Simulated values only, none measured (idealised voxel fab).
process module | voxel released beams
cross-section cut | 230 nm wide | cells 5 nm
A cross-section is a grid of square cells, given in bands from the top down. A band is one or more rows of cells.
Each band's line starts with the height of the band's top and of its bottom, in nm. Then come its materials from left to right, each with its width in nm. One material with "throughout" fills the band from edge to edge. "air" is empty space.
Height 0 is the level under which the wafer as received is all one material. The lowest band goes on downwards, as in "0 down".
A width such as "30 to 40" changes by the same amount from each row of cells to the next, from the band's top row to its bottom row.
"no change" after a step means that no cell of the cross-section changed.
closed voids: empty space of 8 cells or more with no open way to the top, each as width x height at its distance from the left edge, in nm
after a step's settings: what the simulator itself notes on the step
overlay nm, on a step with a mask: how far to the right of its planned place the mask lay; to the left if negative
plan
1 op RECEIVE | material Si
2 op CONFORMAL_DEP | material SiN | thk nm 10
3 op DIRECTIONAL_DEP | material SiO2 | thk nm 20
4 op PATTERN | tone open | mask id ANCHOR | material resist | width nm 25 | thk nm 15 | overlay nm 0
5 op DIRECTIONAL_ETCH | etch materials SiO2 | depth nm 20
6 op STRIP | etch materials resist
7 op CONFORMAL_DEP | material polySi | thk nm 10
8 op PATTERN | tone cover | mask id BEAM | material resist | width nm 90 | thk nm 20 | overlay nm 0
9 op DIRECTIONAL_ETCH | etch materials polySi | depth nm 10
10 op STRIP | etch materials resist
11 op STRIP | etch materials SiO2
first wafer, as planned
as received, after step 1
  0 down: Si throughout
  closed voids: none
after step 2
  10 to 0: SiN throughout
  below 0: unchanged
after step 3
  30 to 10: SiO2 throughout
  below 10: unchanged
after step 4
  45 to 30: resist 70 | air 25 | resist 135
  below 30: unchanged
after step 5
  45 to 30: resist 70 | air 25 | resist 135
  30 to 10: SiO2 70 | air 25 | SiO2 135
  below 10: unchanged
after step 6
  30 to 10: SiO2 70 | air 25 | SiO2 135
  below 10: unchanged
after step 7
  40 to 30: polySi 80 | air 5 | polySi 145
  30 to 20: SiO2 70 | polySi 10 | air 5 | polySi 10 | SiO2 135
  20 to 10: SiO2 70 | polySi 25 | SiO2 135
  below 10: unchanged
after step 8
  60 to 40: air 65 | resist 90 | air 75
  40 to 30: polySi 80 | resist 5 | polySi 145
  30 to 20: SiO2 70 | polySi 10 | resist 5 | polySi 10 | SiO2 135
  below 20: unchanged
after step 9
  60 to 40: air 65 | resist 90 | air 75
  40 to 30: air 65 | polySi 15 | resist 5 | polySi 70 | air 75
  below 30: unchanged
after step 10
  40 to 30: air 65 | polySi 15 | air 5 | polySi 70 | air 75
  30 to 20: SiO2 70 | polySi 10 | air 5 | polySi 10 | SiO2 135
  below 20: unchanged
after step 11
  40 to 30: air 65 | polySi 15 | air 5 | polySi 70 | air 75
  30 to 20: air 70 | polySi 10 | air 5 | polySi 10 | air 135
  20 to 10: air 70 | polySi 25 | air 135
  below 10: unchanged
second wafer: like start, like plan, one mistake. Through step 3 it matches the first wafer
when step 4 should have ended
  45 to 30: resist 80 | air 25 | resist 125
  below 30: unchanged
when step 5 should have ended
  45 to 30: resist 80 | air 25 | resist 125
  30 to 10: SiO2 80 | air 25 | SiO2 125
  below 10: unchanged
when step 6 should have ended
  30 to 10: SiO2 80 | air 25 | SiO2 125
  below 10: unchanged
when step 7 should have ended
  40 to 30: polySi 90 | air 5 | polySi 135
  30 to 20: SiO2 80 | polySi 10 | air 5 | polySi 10 | SiO2 125
  20 to 10: SiO2 80 | polySi 25 | SiO2 125
  below 10: unchanged
when step 8 should have ended
  60 to 40: air 65 | resist 90 | air 75
  40 to 30: polySi 90 | resist 5 | polySi 135
  30 to 20: SiO2 80 | polySi 10 | resist 5 | polySi 10 | SiO2 125
  below 20: unchanged
when step 9 should have ended
  60 to 40: air 65 | resist 90 | air 75
  40 to 30: air 65 | polySi 25 | resist 5 | polySi 60 | air 75
  below 30: unchanged
when step 10 should have ended
  40 to 30: air 65 | polySi 25 | air 5 | polySi 60 | air 75
  30 to 20: SiO2 80 | polySi 10 | air 5 | polySi 10 | SiO2 125
  below 20: unchanged
when step 11 should have ended
  40 to 30: air 65 | polySi 25 | air 5 | polySi 60 | air 75
  30 to 20: air 80 | polySi 10 | air 5 | polySi 10 | air 125
  20 to 10: air 80 | polySi 25 | air 125
  below 10: unchanged
what went wrong: step 4 ran as: op PATTERN | tone open | mask id ANCHOR | material resist | width nm 25 | thk nm 15 | overlay nm 10
at the end the second wafer has, in cells: as many of each material as the first, in other places
